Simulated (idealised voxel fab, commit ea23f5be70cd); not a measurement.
A process module follows: voxel ribs on slabs.
The cross-section shown here is cut; it is 155 nm wide and divided into square cells measuring 5 nm on a side.
Cross-section format: a grid of square cells, given as bands from top to bottom; each band is one or more rows of cells. It is stipulated that each band's entry specify, in nanometres, the height of the top of the band and then that of its bottom, followed by the materials of the band in left-to-right sequence, each together with its width in nanometres. A single material marked by the word "throughout" is understood to fill the band from edge to edge; the word "blank" is understood to denote empty space. Counting heights begins at 0, where everything beneath is, in the wafer as received, one material. The lowest band has no bottom; it goes on downwards, as "0 down" shows. The notation "30 to 40" denotes a width that varies across the rows of cells in the band, beginning at the first number in the top row, finishing at the second number in the bottom row, and changing by an identical amount from each row to the next. "nothing altered" (step): cross-section cells unchanged, all of them. What "Voids lacking openings" gives you is every empty space of 8 cells or more that is cut off from the top. Each appears as width x height at distance, with the distance taken from the left edge and width, height and distance all in nm. Text after the settings on a step's line: the simulator's own remark on that step. When a step includes a mask, the "overlay nm" setting on its line states how far to the right of its planned place that mask lay, and negative values state how far to the left.
BELOW IS THE LIST OF PLANNED PROCESS STEPS
1. RECEIVE, material Si
2. DIRECTIONAL_DEP, material SiO2, thk nm 20
3. DIRECTIONAL_DEP, material SiN, thk nm 15
4. DIRECTIONAL_DEP, material aC, thk nm 10
5. PATTERN, tone cover, mask id RIB, material resist, width nm 30, thk nm 30, overlay nm 0
6. DIRECTIONAL_ETCH, etch materials aC, depth nm 10
7. STRIP, etch materials resist
8. DIRECTIONAL_ETCH, etch materials SiN, depth nm 10
9. STRIP, etch materials aC
10. DIRECTIONAL_DEP, material aC, thk nm 15
11. PATTERN, tone cover, mask id SLAB, material resist, width nm 90, thk nm 35, overlay nm 0
12. DIRECTIONAL_ETCH, etch materials aC, depth nm 15
13. STRIP, etch materials resist
14. DIRECTIONAL_ETCH, etch materials SiN, depth nm 5
15. STRIP, etch materials aC
16. FILL_DEP, material SiO2, thk nm 25
17. CMP, height nm 50
18. DIRECTIONAL_DEP, material W, thk nm 10
19. DIRECTIONAL_DEP, material aC, thk nm 15
20. PATTERN, tone cover, mask id HEATER, material resist, width nm 40, thk nm 35, overlay nm 0
21. DIRECTIONAL_ETCH, etch materials aC, depth nm 15
22. STRIP, etch materials resist
23. DIRECTIONAL_ETCH, etch materials W, depth nm 10
24. STRIP, etch materials aC
25. CONFORMAL_DEP, material SiN, thk nm 5
The value of thk nm given for step 25 in the plan refers to the first wafer; the wafers vary in this setting and are alike at the start.
CROSS-SECTION OF THE FIRST INCOMING WAFER OF SEVERAL, STATE AFTER STEP 1
    0 down = Si throughout
    Voids lacking openings: none
CROSS-SECTION, FIRST OF SEVERAL WAFERS, END OF MODULE, AFTER LAST STEP 25
    65 to 60 = blank (50)  SiN (50)  blank (55)
    60 to 55 = blank (50)  SiN (5)  W (40)  SiN (5)  blank (55)
    55 to 50 = SiN (55)  W (40)  SiN (60)
    50 to 35 = SiO2 throughout
    35 to 25 = SiO2 (60)  SiN (30)  SiO2 (65)
    25 to 20 = SiO2 (30)  SiN (90)  SiO2 (35)
    20 to 0 = SiO2 throughout
    0 down = Si throughout
    Voids lacking openings: none
CROSS-SECTION OF THE FINAL WAFER AMONG SEVERAL, TAKEN AT THE END OF THE MODULE
    85 to 75 = blank (30)  SiN (90)  blank (35)
    75 to 60 = SiN throughout
    60 to 50 = SiN (55)  W (40)  SiN (60)
    50 to 35 = SiO2 throughout
    35 to 25 = SiO2 (60)  SiN (30)  SiO2 (65)
    25 to 20 = SiO2 (30)  SiN (90)  SiO2 (35)
    20 to 0 = SiO2 throughout
    0 down = Si throughout
    Voids lacking openings: none
TABLE: WAFERS, A ROW EACH; END-OF-MODULE CELL CHANGE PER MATERIAL SINCE RECEIPT, GAIN (+), LOSS (-); THEN CLOSED VOIDS
thk nm 5 | +65 SiN | +280 SiO2 | +16 W | Voids lacking openings: none
thk nm 10 | +100 SiN | +280 SiO2 | +16 W | Voids lacking openings: none
thk nm 15 | +135 SiN | +280 SiO2 | +16 W | Voids lacking openings: none
thk nm 20 | +170 SiN | +280 SiO2 | +16 W | Voids lacking openings: none
thk nm 25 | +205 SiN | +280 SiO2 | +16 W | Voids lacking openings: none
